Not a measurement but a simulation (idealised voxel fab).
Documented hereafter: the process module known as voxel fin reveal.
In the cross-section labelled cut, the width is 265 nm and each square cell is 5 nm.
The cross-sections in this document take the form of a grid made of square cells. They are written out as bands, in order from top to bottom. Each band consists of one or more rows of cells. A band entry consists of two parts. The first gives the height of the band's top and the height of its bottom, in nm. The rest lists the band's materials from left to right, each with its width in nm. A single material labelled with the word "everywhere" fills the band from edge to edge, and the word "blank" marks empty space. Note: height 0 marks the level under which the wafer is uniformly one material as received. Lowest band unbounded below, written "z 0 and below". Read "30 to 40" as a graded width: first number on top, second number at the bottom, same change between each pair of neighbouring rows. No cell of the cross-section changed in a step that is given as "remains unaltered". Listed in "Sealed internal cavities": every empty space of 8 or more cells without an open way to the top. Form: width x height at distance, the distance being from the left edge, all in nm. after a step's settings: what the simulator itself notes on the step. Steps that use a mask can have "overlay nm" on their line. It says how far the mask sat to the right of where it was meant to be. Negative means to the left.

The steps planned for the process are as follows:
1. RECEIVE [material Si]
2. CONFORMAL_DEP [material SiN] [thk nm 5]
3. MASKED_ETCH [tone cover] [mask id FINS] [width nm 15] [pitch nm 35] [etch materials SiN] [depth nm 5] [overlay nm 0]
4. MASKED_ETCH [tone cover] [mask id FINS] [width nm 15] [pitch nm 35] [etch materials Si] [depth nm 30] [overlay nm 0]
5. OXIDIZE [depth nm 5]
6. FILL_DEP [material SiO2] [thk nm 10]
7. CMP [height nm 5]
8. SELECTIVE_ETCH [etch materials SiO2] [depth nm 15]
9. STRIP [etch materials SiN]
10. CONFORMAL_DEP [material SiO2] [thk nm 5]

Wafer cross-section on receipt, i.e. after step 1:
z 0 and below = Si everywhere
Sealed internal cavities: none

Wafer cross-section at module end: first of two, run to plan:
z 5 to 0 = blank=105 / SiO2=15 / blank=20 / SiO2=15 / blank=110
z 0 to -5 = blank=105 / SiO2=5 / Si=5 / SiO2=5 / blank=20 / SiO2=5 / Si=5 / SiO2=5 / blank=110
z -5 to -35 = SiO2=110 / Si=5 / SiO2=30 / Si=5 / SiO2=115
z -35 and below = Si everywhere
Sealed internal cavities: none

Cross-sectional image of the second wafer of the two following completion of the module. Starting state and process plan were the same as for the first wafer; one execution error occurred:
z 5 to 0 = blank=105 / SiO2=15 / blank=20 / SiO2=15 / blank=110
z 0 to -5 = blank=105 / SiO2=5 / Si=5 / SiO2=5 / blank=20 / SiO2=5 / Si=5 / SiO2=5 / blank=110
z -5 to -25 = SiO2=110 / Si=5 / SiO2=30 / Si=5 / SiO2=115
z -25 and below = Si everywhere
Sealed internal cavities: none
Processing error: step 4 deviated from plan and actually ran as MASKED_ETCH [tone cover] [mask id FINS] [width nm 15] [pitch nm 35] [etch materials Si] [depth nm 20] [overlay nm 0]
Final difference in cells, second wafer against first, listed per material as more or fewer: +102 Si, -102 SiO2
